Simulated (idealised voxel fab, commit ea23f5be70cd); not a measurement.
The process module presented herein is designated voxel self aligned contacts.
The cross-section on display is named cut; it measures 185 nm wide, and its cells are 5 nm squares.
In what follows, cross-sections appear as grids of square cells, described through bands that run from the top down, where every band is one or more rows of cells. Top, bottom (nm), then materials left to right with widths (nm); lone material tagged "all across" fills the whole band edge to edge; "air" = empty space. Zero point of the height axis is 0; under it, received wafer = one material. Lowest band: continues down indefinitely, "0 down". Read "30 to 40" as a graded width: first number on top, second number at the bottom, same change between each pair of neighbouring rows. It should be understood that the words "everything unchanged", when stated for a given step, signify that the cross-section underwent no change in any of its cells during that step. You'll see "Unvented voids" listing empty spaces that have no way open to the top, as long as they're 8 cells or more; the notation is width x height at distance, where the distance is from the left edge, and all of it is in nm. Post-settings text on a step line: simulator's own remark regarding the step. You can add "overlay nm" to a step's line. For a step with a mask, it describes how far the mask lay to the right of its planned position, and a negative number describes a lay to the left.
### plan
1 RECEIVE: material Si
2 OXIDIZE: depth nm 5
3 DIRECTIONAL_DEP: material polySi, thk nm 25
4 DIRECTIONAL_DEP: material SiN, thk nm 20
5 MASKED_ETCH: tone cover, mask id GATE, width nm 35, pitch nm 80, etch materials SiN, depth nm 20, overlay nm 0
6 MASKED_ETCH: tone cover, mask id GATE, width nm 35, pitch nm 80, etch materials polySi, depth nm 25, overlay nm 0
7 CONFORMAL_DEP: material SiN, thk nm 10
8 DIRECTIONAL_ETCH: etch materials SiN, depth nm 10
9 FILL_DEP: material SiO2, thk nm 20
10 CMP: height nm 55
11 PATTERN: tone open, mask id CONTACT, material resist, width nm 55, thk nm 15, overlay nm 0
12 DIRECTIONAL_ETCH: etch materials SiO2, depth nm 60
13 STRIP: etch materials resist
14 CONFORMAL_DEP: material TiN, thk nm 5
15 FILL_DEP: material Ru, thk nm 10
16 CMP: height nm 55
17 CONFORMAL_DEP: material SiCN, thk nm 5
### This is the cross-section of the wafer as we received it, i.e. after step 1
* 0 down | Si all across
* Unvented voids: none
### Same starting wafer, same plan as above, one mistake in the execution; this is the cross-section at the end of the module
* 60 to 55 | SiCN all across
* 55 to 45 | 65 nm SiO2; 5 to 20 nm TiN; 50 to 15 nm Ru; 5 to 25 nm TiN; 60 nm SiO2
* 45 to 25 | 25 nm SiO2; 55 nm SiN; 5 nm TiN; 15 nm Ru; 5 nm TiN; 55 nm SiN; 25 nm SiO2
* 25 to 0 | 25 nm SiO2; 10 nm SiN; 35 nm polySi; 10 nm SiN; 5 nm TiN; 15 nm Ru; 5 nm TiN; 10 nm SiN; 35 nm polySi; 10 nm SiN; 25 nm SiO2
* 0 to -5 | 80 nm SiO2; 25 nm TiN; 80 nm SiO2
* -5 down | Si all across
* Unvented voids: none
Want to know what went wrong? contrary to plan, step 11 was performed as PATTERN: tone open, mask id CONTACT, material resist, width nm 60, thk nm 15, overlay nm 0
